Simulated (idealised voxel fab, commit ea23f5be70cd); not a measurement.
Presented below is a process module, voxel self aligned vias.
Cross-section cut spans 285 nm and uses square cells 5 nm in size.
We lay out every cross-section as a grid of square cells and spell it out in bands from the top down, where one band means one or more rows of cells.
Band entry format. Leading values: height of top, height of bottom, nm. Remainder: materials in left-to-right order, each with its width in nm. Special words: "full width" on a single material, which then fills the band edge to edge; "empty", empty space.
Height 0 is the level under which the wafer as received is all one material. The lowest band goes on downwards, as in "0..down".
A width such as "30 to 40" changes by the same amount from each row of cells to the next, from the band's top row to its bottom row.
Step note "same as before" = no cross-section cell changed.
The list in "Closed internal cavities" covers empty spaces of 8 cells or more that cannot reach the top through any open way, and it gives each as width x height at distance; the distance is from the left edge, and width, height and distance are in nm.
Post-settings text on a step line: simulator's own remark regarding the step.
overlay nm: for a step with a mask, the amount by which the mask lay right of where it was planned; a negative amount means left of it.
-- So here's the lineup of process steps we planned
1 RECEIVE, material Si
2 CONFORMAL_DEP, material SiO2, thk nm 15
3 CONFORMAL_DEP, material SiCN, thk nm 5
4 DIRECTIONAL_DEP, material SiO2, thk nm 25
5 DIRECTIONAL_DEP, material aC, thk nm 10
6 PATTERN, tone open, mask id LINES, material resist, width nm 20, pitch nm 55, thk nm 30, overlay nm 0
7 DIRECTIONAL_ETCH, etch materials aC, depth nm 5
8 STRIP, etch materials resist
9 DIRECTIONAL_ETCH, etch materials SiO2, depth nm 25
10 STRIP, etch materials aC
11 CONFORMAL_DEP, material TiN, thk nm 5
12 FILL_DEP, material Ru, thk nm 5
13 CMP, height nm 45
14 SELECTIVE_ETCH, etch materials W Ru TiN, depth nm 10
15 FILL_DEP, material SiN, thk nm 10
16 CMP, height nm 45
17 DIRECTIONAL_DEP, material SiO2, thk nm 20
18 PATTERN, tone open, mask id VIAS, material resist, width nm 30, pitch nm 55, thk nm 15, overlay nm 0
19 DIRECTIONAL_ETCH, etch materials SiO2, depth nm 20
20 DIRECTIONAL_ETCH, etch materials SiN, depth nm 10
21 STRIP, etch materials resist
22 CONFORMAL_DEP, material TiN, thk nm 5
23 FILL_DEP, material W, thk nm 10
24 CMP, height nm 65
25 CONFORMAL_DEP, material SiN, thk nm 5
Heads up: all these wafers start the same, and what changes between them is the depth nm in step 7. The value you see in the plan is just what the first wafer got.
-- The first of several wafers, as received after step 1, seen in section
0..down | Si full width
Closed internal cavities: none
-- Table: wafers, a row each; end-of-module cell change per material since receipt, gain (+), loss (-); then closed voids
depth nm 5 | +57 SiCN | +57 SiN | +612 SiO2 | +36 TiN | +36 W | Closed internal cavities: none
depth nm 10 | +12 Ru | +57 SiCN | +57 SiN | +552 SiO2 | +72 TiN | +48 W | Closed internal cavities: none
depth nm 15 | +12 Ru | +57 SiCN | +57 SiN | +552 SiO2 | +72 TiN | +48 W | Closed internal cavities: none
depth nm 20 | +12 Ru | +57 SiCN | +57 SiN | +552 SiO2 | +72 TiN | +48 W | Closed internal cavities: none
depth nm 25 | +12 Ru | +57 SiCN | +57 SiN | +552 SiO2 | +72 TiN | +48 W | Closed internal cavities: none
